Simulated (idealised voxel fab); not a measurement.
The following is a process module called voxel gate over fins.
The width of the displayed cross-section, cut, is 215 nm; its cells are square, with a size of 5 nm.
We lay out every cross-section as a grid of square cells and spell it out in bands from the top down, where one band means one or more rows of cells.
Heights first: top, then bottom, in nm. Then materials, left to right, each with a width in nm. "throughout" on a single material: fills the band edge to edge. "air": empty space.
Basically, 0 is our baseline, since under it the wafer straight out of the box is all one material. The bottom band has no lower end and keeps on going down, so it looks like "0 down".
Per-row width for "30..40": begins at first number (top row of band), ends at second number (bottom row), increment between rows held constant.
A step reported as "no alteration" is a step in which no cell of the cross-section changed.
In "Enclosed empty spaces" the enclosed voids are listed, meaning empty spaces of 8 cells or larger without any opening to the top. The form is width x height at distance, distance from the left edge, units nm.
Note: text after step settings on the step line = simulator remark on that step.
overlay nm: how far to the right of its planned place the mask lay on this masked step (negative: to the left).

-- Listed below are the process steps as planned
1. RECEIVE (material Si)
2. CONFORMAL_DEP (material SiN; thk nm 5)
3. MASKED_ETCH (tone cover; mask id FINS; width nm 15; pitch nm 60; etch materials SiN; depth nm 5; overlay nm 0)
4. MASKED_ETCH (tone cover; mask id FINS; width nm 15; pitch nm 60; etch materials Si; depth nm 30; overlay nm 0)
5. FILL_DEP (material SiO2; thk nm 5)
6. CMP (height nm 5)
7. MASKED_ETCH (tone open; mask id RAIL; width nm 15; etch materials SiO2; depth nm 30; overlay nm 0)
8. CONFORMAL_DEP (material TiN; thk nm 5)
9. FILL_DEP (material W; thk nm 5)
10. CMP (height nm 5)
11. SELECTIVE_ETCH (etch materials W Ru TiN; depth nm 25)
12. FILL_DEP (material SiO2; thk nm 5)
13. CMP (height nm 5)
14. SELECTIVE_ETCH (etch materials SiO2; depth nm 15)
15. STRIP (etch materials SiN)
16. CONFORMAL_DEP (material HfO2; thk nm 5)
17. CONFORMAL_DEP (material TiN; thk nm 5)
18. CONFORMAL_DEP (material TiAl; thk nm 5)
19. CONFORMAL_DEP (material TiN; thk nm 5)
20. FILL_DEP (material W; thk nm 10)
21. CMP (height nm 25)
22. CONFORMAL_DEP (material SiN; thk nm 5)

-- Received-state cross-section, reflecting completion of step 1
  0 down | Si throughout
  Enclosed empty spaces: none

-- The following cross-section depicts the wafer upon conclusion of the module. Processing commenced from the starting condition illustrated above and adhered to the plan illustrated above, save for one mistake in execution
  30 to 25 | SiN throughout
  25 to 20 | W throughout
  20 to 15 | 50 of W, then 55 of TiN, then 5 of W, then 55 of TiN, then 50 of W
  15 to 10 | 50 of W, then 5 of TiN, then 45 of TiAl, then 5 of TiN, then 5 of W, then 5 of TiN, then 45 of TiAl, then 5 of TiN, then 50 of W
  10 to 5 | 55 of TiN, then 5 of TiAl, then 35 of TiN, then 5 of TiAl, then 15 of TiN, then 5 of TiAl, then 35 of TiN, then 5 of TiAl, then 55 of TiN
  5 to 0 | 60 of TiAl, then 5 of TiN, then 25 of HfO2, then 5 of TiN, then 25 of TiAl, then 5 of TiN, then 25 of HfO2, then 5 of TiN, then 60 of TiAl
  0 to -5 | 65 of TiN, then 5 of HfO2, then 15 of Si, then 5 of HfO2, then 35 of TiN, then 5 of HfO2, then 15 of Si, then 5 of HfO2, then 65 of TiN
  -5 to -10 | 70 of HfO2, then 15 of Si, then 45 of HfO2, then 15 of Si, then 70 of HfO2
  -10 to -20 | 70 of SiO2, then 15 of Si, then 45 of SiO2, then 15 of Si, then 70 of SiO2
  -20 to -25 | 70 of TiN, then 15 of Si, then 15 of TiN, then 15 of SiO2, then 15 of TiN, then 15 of Si, then 70 of TiN
  -25 to -30 | 70 of SiO2, then 15 of Si, then 45 of SiO2, then 15 of Si, then 70 of SiO2
  -30 down | Si throughout
  Enclosed empty spaces: none
Deviation from plan: the process deviated at step 7: the operation and settings actually run there were MASKED_ETCH (tone cover; mask id RAIL; width nm 15; etch materials SiO2; depth nm 30; overlay nm 0)
